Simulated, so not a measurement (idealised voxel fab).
process module | voxel ribs on slabs
cross-section cut | 150 nm wide | cells 5 nm
A cross-section is a grid of square cells, given in bands from the top down. A band is one or more rows of cells.
Each band's line starts with the height of the band's top and of its bottom, in nm. Then come its materials from left to right, each with its width in nm. One material with "throughout" fills the band from edge to edge. "air" is empty space.
Height 0 is the level under which the wafer as received is all one material. The lowest band goes on downwards, as in "0 down".
A width such as "30 to 40" changes by the same amount from each row of cells to the next, from the band's top row to its bottom row.
"no change" after a step means that no cell of the cross-section changed.
closed voids: empty space of 8 cells or more with no open way to the top, each as width x height at its distance from the left edge, in nm
after a step's settings: what the simulator itself notes on the step
overlay nm, on a step with a mask: how far to the right of its planned place the mask lay; to the left if negative
plan
1 op RECEIVE | material Si
2 op DIRECTIONAL_DEP | material SiO2 | thk nm 20
3 op DIRECTIONAL_DEP | material polySi | thk nm 15
4 op PATTERN | tone cover | mask id RIB | material resist | width nm 25 | thk nm 20 | overlay nm 0
5 op DIRECTIONAL_ETCH | etch materials polySi | depth nm 10
6 op STRIP | etch materials resist
7 op PATTERN | tone cover | mask id SLAB | material resist | width nm 85 | thk nm 20 | overlay nm 0
8 op DIRECTIONAL_ETCH | etch materials polySi | depth nm 5
9 op STRIP | etch materials resist
10 op FILL_DEP | material SiO2 | thk nm 20
11 op CMP | height nm 45
12 op DIRECTIONAL_DEP | material W | thk nm 10
13 op MASKED_ETCH | tone cover | mask id HEATER | width nm 35 | etch materials W | depth nm 10 | overlay nm 0
14 op CONFORMAL_DEP | material SiN | thk nm 10
first wafer, as planned
as received, after step 1
  0 down: Si throughout
  closed voids: none
after step 2
  20 to 0: SiO2 throughout
  below 0: unchanged
after step 3
  35 to 20: polySi throughout
  below 20: unchanged
after step 4
  55 to 35: air 60 | resist 25 | air 65
  below 35: unchanged
after step 5
  55 to 35: air 60 | resist 25 | air 65
  35 to 25: air 60 | polySi 25 | air 65
  below 25: unchanged
after step 6
  35 to 25: air 60 | polySi 25 | air 65
  below 25: unchanged
after step 7
  55 to 35: air 30 | resist 85 | air 35
  35 to 25: air 30 | resist 30 | polySi 25 | resist 30 | air 35
  below 25: unchanged
after step 8
  55 to 35: air 30 | resist 85 | air 35
  35 to 25: air 30 | resist 30 | polySi 25 | resist 30 | air 35
  25 to 20: air 30 | polySi 85 | air 35
  below 20: unchanged
after step 9
  35 to 25: air 60 | polySi 25 | air 65
  below 25: unchanged
after step 10
  55 to 35: SiO2 throughout
  35 to 25: SiO2 60 | polySi 25 | SiO2 65
  25 to 20: SiO2 30 | polySi 85 | SiO2 35
  below 20: unchanged
after step 11
  45 to 35: SiO2 throughout
  below 35: unchanged
after step 12
  55 to 45: W throughout
  below 45: unchanged
after step 13
  55 to 45: air 55 | W 35 | air 60
  below 45: unchanged
after step 14
  65 to 55: air 45 | SiN 55 | air 50
  55 to 45: SiN 55 | W 35 | SiN 60
  below 45: unchanged
second wafer: like start, like plan, one mistake. Through step 6 it matches the first wafer
when step 7 should have ended
  55 to 35: air 20 | resist 85 | air 45
  35 to 25: air 20 | resist 40 | polySi 25 | resist 20 | air 45
  below 25: unchanged
when step 8 should have ended
  55 to 35: air 20 | resist 85 | air 45
  35 to 25: air 20 | resist 40 | polySi 25 | resist 20 | air 45
  25 to 20: air 20 | polySi 85 | air 45
  below 20: unchanged
when step 9 should have ended
  35 to 25: air 60 | polySi 25 | air 65
  below 25: unchanged
when step 10 should have ended
  55 to 35: SiO2 throughout
  35 to 25: SiO2 60 | polySi 25 | SiO2 65
  25 to 20: SiO2 20 | polySi 85 | SiO2 45
  below 20: unchanged
when step 11 should have ended
  45 to 35: SiO2 throughout
  below 35: unchanged
when step 12 should have ended
  55 to 45: W throughout
  below 45: unchanged
when step 13 should have ended
  55 to 45: air 55 | W 35 | air 60
  below 45: unchanged
when step 14 should have ended
  65 to 55: air 45 | SiN 55 | air 50
  55 to 45: SiN 55 | W 35 | SiN 60
  below 45: unchanged
what went wrong: step 7 ran as: op PATTERN | tone cover | mask id SLAB | material resist | width nm 85 | thk nm 20 | overlay nm -10
at the end the second wafer has, in cells: as many of each material as the first, in other places
